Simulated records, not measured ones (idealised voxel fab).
process module | voxel wiring stack
cross-section cut | 240 nm wide | cells 5 nm
A cross-section is a grid of square cells, given in bands from the top down. A band is one or more rows of cells.
Each band's line starts with the height of the band's top and of its bottom, in nm. Then come its materials from left to right, each with its width in nm. One material with "throughout" fills the band from edge to edge. "air" is empty space.
Height 0 is the level under which the wafer as received is all one material. The lowest band goes on downwards, as in "0 down".
A width such as "30 to 40" changes by the same amount from each row of cells to the next, from the band's top row to its bottom row.
"no change" after a step means that no cell of the cross-section changed.
closed voids: empty space of 8 cells or more with no open way to the top, each as width x height at its distance from the left edge, in nm
after a step's settings: what the simulator itself notes on the step
overlay nm, on a step with a mask: how far to the right of its planned place the mask lay; to the left if negative
plan
1 op RECEIVE | material Si
2 op CONFORMAL_DEP | material SiO2 | thk nm 10
3 op DIRECTIONAL_DEP | material TiN | thk nm 5
4 op DIRECTIONAL_DEP | material Ru | thk nm 15
5 op DIRECTIONAL_DEP | material aC | thk nm 10
6 op PATTERN | tone cover | mask id METAL_1 | material resist | width nm 20 | pitch nm 50 | thk nm 30 | overlay nm 0
7 op DIRECTIONAL_ETCH | etch materials aC | depth nm 10
8 op STRIP | etch materials resist
9 op DIRECTIONAL_ETCH | etch materials Ru | depth nm 15
10 op DIRECTIONAL_ETCH | etch materials TiN | depth nm 5
11 op STRIP | etch materials aC
12 op CONFORMAL_DEP | material SiN | thk nm 5
13 op FILL_DEP | material SiO2 | thk nm 10
14 op CMP | height nm 30
15 op CONFORMAL_DEP | material SiCN | thk nm 5
16 op DIRECTIONAL_DEP | material lowk | thk nm 10
17 op PATTERN | tone open | mask id PLUG_1 | material resist | width nm 15 | pitch nm 50 | thk nm 15 | overlay nm 0
18 op DIRECTIONAL_ETCH | etch materials lowk | depth nm 10
19 op DIRECTIONAL_ETCH | etch materials SiCN | depth nm 5
20 op STRIP | etch materials resist
21 op EPI | material Ru | thk nm 10
22 op EPI | material Ru | thk nm 5
23 op CONFORMAL_DEP | material SiN | thk nm 5
24 op DIRECTIONAL_DEP | material SiO2 | thk nm 20
25 op PATTERN | tone open | mask id METAL_2 | material resist | width nm 20 | pitch nm 50 | thk nm 15 | overlay nm 0
26 op DIRECTIONAL_ETCH | etch materials SiO2 | depth nm 20
27 op DIRECTIONAL_ETCH | etch materials SiN | depth nm 5
28 op STRIP | etch materials resist
29 op CONFORMAL_DEP | material TiN | thk nm 5
30 op FILL_DEP | material Cu | thk nm 5
31 op CMP | height nm 70
32 op EPI | material Ru | thk nm 5
33 op FILL_DEP | material SiCN | thk nm 5
34 op DIRECTIONAL_DEP | material SiO2 | thk nm 15
35 op MASKED_ETCH | tone open | mask id PLUG_2 | width nm 15 | pitch nm 50 | etch materials SiO2 | depth nm 15 | overlay nm 0
36 op MASKED_ETCH | tone open | mask id PLUG_2 | width nm 15 | pitch nm 50 | etch materials SiCN | depth nm 5 | overlay nm 0
37 op EPI | material Ru | thk nm 10
38 op EPI | material Ru | thk nm 10
39 op DIRECTIONAL_DEP | material TiN | thk nm 5
40 op DIRECTIONAL_DEP | material Ru | thk nm 25
41 op MASKED_ETCH | tone cover | mask id METAL_3 | width nm 20 | pitch nm 50 | etch materials Ru | depth nm 25 | overlay nm 0
42 op MASKED_ETCH | tone cover | mask id METAL_3 | width nm 20 | pitch nm 50 | etch materials TiN | depth nm 5 | overlay nm 0
43 op FILL_DEP | material lowk | thk nm 5
44 op CMP | height nm 125
45 op CONFORMAL_DEP | material SiN | thk nm 5
as received, after step 1
  0 down: Si throughout
  closed voids: none
first wafer at the end, as planned
  130 to 125: SiN throughout
  125 to 100: lowk 60 | Ru 20 | lowk 30 | Ru 20 | lowk 30 | Ru 20 | lowk 60
  100 to 95: lowk 60 | TiN 20 | lowk 30 | TiN 20 | lowk 30 | TiN 20 | lowk 60
  95 to 80: SiO2 60 | Ru 15 | SiO2 35 | Ru 15 | SiO2 35 | Ru 15 | SiO2 65
  80 to 70: SiCN 60 to 55 | Ru 15 to 30 | SiCN 35 to 20 | Ru 15 to 30 | SiCN 35 to 20 | Ru 15 to 30 | SiCN 65 to 55
  70 to 50: SiO2 60 | TiN 5 | Cu 10 | TiN 5 | SiO2 30 | TiN 5 | Cu 10 | TiN 5 | SiO2 30 | TiN 5 | Cu 10 | TiN 5 | SiO2 60
  50 to 45: SiN 60 | TiN 20 | SiN 30 | TiN 20 | SiN 30 | TiN 20 | SiN 60
  45 to 35: lowk 60 | Ru 15 | lowk 35 | Ru 15 | lowk 35 | Ru 15 | lowk 65
  35 to 30: SiCN 60 | Ru 15 | SiCN 35 | Ru 15 | SiCN 35 | Ru 15 | SiCN 65
  30 to 15: SiO2 55 | SiN 5 | Ru 20 | SiN 5 | SiO2 20 | SiN 5 | Ru 20 | SiN 5 | SiO2 20 | SiN 5 | Ru 20 | SiN 5 | SiO2 55
  15 to 10: SiN 60 | TiN 20 | SiN 30 | TiN 20 | SiN 30 | TiN 20 | SiN 60
  10 to 0: SiO2 throughout
  0 down: Si throughout
  closed voids: none
second wafer at the end: like start, like plan, one mistake
  130 to 125: SiN throughout
  125 to 120: lowk 75 | Ru 5 | lowk 45 | Ru 5 | lowk 45 | Ru 5 | lowk 60
  120 to 100: lowk 60 | Ru 20 | lowk 30 | Ru 20 | lowk 30 | Ru 20 | lowk 60
  100 to 95: lowk 60 | Ru 15 | TiN 5 | lowk 30 | Ru 15 | TiN 5 | lowk 30 | Ru 15 | TiN 5 | lowk 60
  95 to 90: SiCN 60 | TiN 15 | SiCN 35 | TiN 15 | SiCN 35 | TiN 15 | SiCN 65
  90 to 85: SiCN 55 | SiO2 30 | SiCN 20 | SiO2 30 | SiCN 20 | SiO2 30 | SiCN 55
  85 to 75: SiO2 throughout
  75 to 70: SiO2 55 | Ru 30 | SiO2 20 | Ru 30 | SiO2 20 | Ru 30 | SiO2 55
  70 to 50: SiO2 60 | TiN 5 | Cu 10 | TiN 5 | SiO2 30 | TiN 5 | Cu 10 | TiN 5 | SiO2 30 | TiN 5 | Cu 10 | TiN 5 | SiO2 60
  50 to 45: SiN 60 | TiN 20 | SiN 30 | TiN 20 | SiN 30 | TiN 20 | SiN 60
  45 to 35: lowk 60 | Ru 15 | lowk 35 | Ru 15 | lowk 35 | Ru 15 | lowk 65
  35 to 30: SiCN 60 | Ru 15 | SiCN 35 | Ru 15 | SiCN 35 | Ru 15 | SiCN 65
  30 to 15: SiO2 55 | SiN 5 | Ru 20 | SiN 5 | SiO2 20 | SiN 5 | Ru 20 | SiN 5 | SiO2 20 | SiN 5 | Ru 20 | SiN 5 | SiO2 55
  15 to 10: SiN 60 | TiN 20 | SiN 30 | TiN 20 | SiN 30 | TiN 20 | SiN 60
  10 to 0: SiO2 throughout
  0 down: Si throughout
  closed voids: none
what went wrong: steps 33 and 34 were swapped
at the end the second wafer has, in cells: 36 fewer of Ru | 27 more of SiO2 | 9 more of lowk
